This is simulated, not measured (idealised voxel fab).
A process module follows: voxel transistor to metal.
cross-section cut | 265 nm wide | cells 5 nm
Cross-section, as written here: a square-cell grid given band by band from the top down, where a band holds one or more rows of cells. Basically the band line says how high the top is and how high the bottom is, in nm, and then what's in it from left to right, every material with its width in nm. Empty space shows up as "empty", and if a single material carries "all across" it runs the full band edge to edge. Heights from 0 (as-received wafer is one material below). Bottom band endless downward, as "0 down". The expression "30 to 40" gives the width at the extremes of the band, the first number at its top row of cells and the second at its bottom row, with the width changing by equal amounts from each row to the next in between. What does "no change" mean for a step? It means no cell of the cross-section changed in that step. In "Closed void register" the enclosed voids are listed, meaning empty spaces of 8 cells or larger without any opening to the top. The form is width x height at distance, distance from the left edge, units nm. Post-settings text on a step line: simulator's own remark regarding the step. overlay nm, on a step with a mask: how far to the right of its planned place the mask lay; to the left if negative.
# So here's the lineup of process steps we planned
1 RECEIVE,material Si
2 OXIDIZE,depth nm 5
3 CONFORMAL_DEP,material SiN,thk nm 10
4 DIRECTIONAL_DEP,material aC,thk nm 15
5 PATTERN,tone cover,mask id ACTIVE,material resist,width nm 95,pitch nm 120,thk nm 30,overlay nm 0
6 DIRECTIONAL_ETCH,etch materials aC,depth nm 15
7 STRIP,etch materials resist
8 DIRECTIONAL_ETCH,etch materials SiN,depth nm 10
9 DIRECTIONAL_ETCH,etch materials SiO2,depth nm 5
10 DIRECTIONAL_ETCH,etch materials Si,depth nm 25
11 STRIP,etch materials aC
12 FILL_DEP,material SiO2,thk nm 10
13 CMP,height nm 10
14 SELECTIVE_ETCH,etch materials SiO2,depth nm 10
15 STRIP,etch materials SiN
16 SELECTIVE_ETCH,etch materials SiO2,depth nm 5
17 OXIDIZE,depth nm 5
18 DIRECTIONAL_DEP,material polySi,thk nm 30
19 DIRECTIONAL_DEP,material SiCN,thk nm 15
20 PATTERN,tone cover,mask id GATE,material resist,width nm 25,pitch nm 120,thk nm 20,overlay nm 0
21 DIRECTIONAL_ETCH,etch materials SiCN,depth nm 25
22 DIRECTIONAL_ETCH,etch materials polySi,depth nm 40
23 STRIP,etch materials resist
24 CONFORMAL_DEP,material SiN,thk nm 10
25 DIRECTIONAL_ETCH,etch materials SiN,depth nm 10
26 DIRECTIONAL_ETCH,etch materials SiO2,depth nm 5
27 DIRECTIONAL_ETCH,etch materials Si,depth nm 10
28 EPI,material pSi,thk nm 15
29 FILL_DEP,material SiO2,thk nm 10
30 CMP,height nm 40
31 DIRECTIONAL_DEP,material SiO2,thk nm 15
32 PATTERN,tone open,mask id CONTACT,material resist,width nm 25,pitch nm 60,thk nm 15,overlay nm 0
33 DIRECTIONAL_ETCH,etch materials SiO2,depth nm 60
34 STRIP,etch materials resist
35 CONFORMAL_DEP,material TiN,thk nm 5
36 FILL_DEP,material W,thk nm 5
37 CMP,height nm 55
38 CONFORMAL_DEP,material SiN,thk nm 5
39 DIRECTIONAL_DEP,material lowk,thk nm 20
40 PATTERN,tone open,mask id METAL_1,material resist,width nm 15,thk nm 20,overlay nm 0
41 DIRECTIONAL_ETCH,etch materials lowk,depth nm 20
42 DIRECTIONAL_ETCH,etch materials SiN,depth nm 5
43 STRIP,etch materials resist
44 CONFORMAL_DEP,material TiN,thk nm 5
45 FILL_DEP,material W,thk nm 10
46 CMP,height nm 80
47 CONFORMAL_DEP,material SiCN,thk nm 5
48 DIRECTIONAL_DEP,material SiO2,thk nm 30
49 MASKED_ETCH,tone open,mask id METAL_2,width nm 15,pitch nm 120,etch materials SiO2,depth nm 20,overlay nm 0
50 DIRECTIONAL_DEP,material aC,thk nm 10
51 PATTERN,tone open,mask id METAL_2_HOLES,material resist,width nm 15,pitch nm 120,thk nm 30,overlay nm 0
52 DIRECTIONAL_ETCH,etch materials aC,depth nm 10
53 STRIP,etch materials resist
54 DIRECTIONAL_ETCH,etch materials SiO2,depth nm 10
55 DIRECTIONAL_ETCH,etch materials SiCN,depth nm 5
56 STRIP,etch materials aC
57 CONFORMAL_DEP,material TiN,thk nm 5
58 FILL_DEP,material Cu,thk nm 10
59 CMP,height nm 115
60 CONFORMAL_DEP,material SiN,thk nm 5
# Wafer at receipt (post step 1), cross-section
0 down  Si all across
Closed void register: none
# Cross-section at module end, one run error; start and plan unchanged from above
120 to 115  SiN all across
115 to 110  SiCN (30), TiN (15), SiCN (105), TiN (15), SiCN (100)
110 to 80  SiO2 all across
80 to 60  lowk (30), TiN (5), W (5), TiN (5), lowk (55), TiN (5), W (5), TiN (5), lowk (35), TiN (5), W (5), TiN (5), lowk (55), TiN (5), W (5), TiN (5), lowk (30)
60 to 55  SiN (30), TiN (15), SiN (55), TiN (15), SiN (35), TiN (15), SiN (55), TiN (15), SiN (30)
55 to 45  SiO2 (30), TiN (5), W (15), TiN (5), SiO2 (35), TiN (5), W (15), TiN (5), SiO2 (35), TiN (5), W (15), TiN (5), SiO2 (35), TiN (5), W (15), TiN (5), SiO2 (30)
45 to 40  SiO2 (30), TiN (5), W (10), TiN (10), SiO2 (35), TiN (10), W (10), TiN (5), SiO2 (35), TiN (5), W (10), TiN (10), SiO2 (35), TiN (10), W (10), TiN (5), SiO2 (30)
40 to 25  SiO2 (30), TiN (5), W (10), TiN (5), SiN (10), SiCN (25), SiN (10), TiN (5), W (10), TiN (5), SiO2 (35), TiN (5), W (10), TiN (5), SiN (10), SiCN (25), SiN (10), TiN (5), W (10), TiN (5), SiO2 (30)
25 to 10  SiO2 (30), TiN (5), W (10), TiN (5), SiN (10), polySi (25), SiN (10), TiN (5), W (10), TiN (5), SiO2 (35), TiN (5), W (10), TiN (5), SiN (10), polySi (25), SiN (10), TiN (5), W (10), TiN (5), SiO2 (30)
10 to 5  SiO2 (30), TiN (20), SiN (10), polySi (25), SiN (10), TiN (20), SiO2 (35), TiN (20), SiN (10), polySi (25), SiN (10), TiN (20), SiO2 (30)
5 to -5  SiO2 (30), TiN (5), pSi (15), SiN (10), polySi (25), SiN (10), pSi (15), TiN (5), SiO2 (35), TiN (5), pSi (15), SiN (10), polySi (25), SiN (10), pSi (15), TiN (5), SiO2 (30)
-5 to -10  SiO2 (20), pSi (30), SiO2 (45), pSi (30), SiO2 (15), pSi (30), SiO2 (45), pSi (30), SiO2 (20)
-10 to -20  SiO2 (25), pSi (25), Si (45), pSi (25), SiO2 (25), pSi (25), Si (45), pSi (25), SiO2 (25)
-20 to -30  SiO2 (25), Si (95), SiO2 (25), Si (95), SiO2 (25)
-30 down  Si all across
Closed void register: none
Error vs. plan: transposition of steps 47 and 48 relative to the planned sequence
